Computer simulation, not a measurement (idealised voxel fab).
You're looking at the process module voxel double patterning.
Section shown: cut. Width: 240 nm. Cell size: 5 nm, square.
We lay out every cross-section as a grid of square cells and spell it out in bands from the top down, where one band means one or more rows of cells.
Quick guide to a band line: top height, bottom height (nm) up front; then every material left to right with its width in nm. Only one material and it's marked "everywhere"? Then it fills the band edge to edge. And "air" just means empty space.
Note: height 0 marks the level under which the wafer is uniformly one material as received. Lowest band unbounded below, written "0..down".
Per-row width for "30->40": begins at first number (top row of band), ends at second number (bottom row), increment between rows held constant.
Step note "no modifications" = no cross-section cell changed.
Closed empty spaces (no open way to the top) of 8 cells or more are what "Enclosed void entries" lists, each as width x height at distance from the left edge, nm for all three.
Heads up: the bit after the settings on a step's line is the simulator's remark on that step.
What "overlay nm" on a step's line means: if the step has a mask, that mask lay this far to the right of its planned place, or, when the value is negative, to the left.

## Listed below are the process steps as planned
| 1 | RECEIVE with material Si |
| 2 | CONFORMAL_DEP with material SiO2, thk nm 10 |
| 3 | DIRECTIONAL_DEP with material W, thk nm 15 |
| 4 | DIRECTIONAL_DEP with material SiCN, thk nm 5 |
| 5 | PATTERN with tone open, mask id FIRST, material resist, width nm 15, pitch nm 50, thk nm 15, overlay nm 0 |
| 6 | DIRECTIONAL_ETCH with etch materials SiCN, depth nm 5 |
| 7 | STRIP with etch materials resist |
| 8 | DIRECTIONAL_DEP with material aC, thk nm 10 |
| 9 | PATTERN with tone open, mask id SECOND, material resist, width nm 15, thk nm 30, overlay nm 0 |
| 10 | DIRECTIONAL_ETCH with etch materials aC, depth nm 10 |
| 11 | STRIP with etch materials resist |
| 12 | DIRECTIONAL_ETCH with etch materials SiCN, depth nm 5 |
| 13 | STRIP with etch materials aC |
| 14 | DIRECTIONAL_ETCH with etch materials W, depth nm 15 |
| 15 | STRIP with etch materials SiCN |

## Cross-section, incoming material, after step 1
0..down  Si everywhere
Enclosed void entries: none

## Module complete - cross-section of the first of two wafers, run according to plan
25..10  85 W; 15 air; 10 W; 15 air; 10 W; 15 air; 90 W
10..0  SiO2 everywhere
0..down  Si everywhere
Enclosed void entries: none

## This is the second of the two wafers, cross-sectioned at the end of the module; it started exactly like the first and was given the same plan, but it was run with one mistake
30..15  85 W; 15 air; 10 W; 15 air; 10 W; 15 air; 90 W
15..10  W everywhere
10..0  SiO2 everywhere
0..down  Si everywhere
Enclosed void entries: none
The plan and the run diverged here: the process deviated at step 3: the operation and settings actually run there were DIRECTIONAL_DEP with material W, thk nm 20
Looking at both finished wafers in cells, the second ends up ahead of or behind the first on some materials: W +48
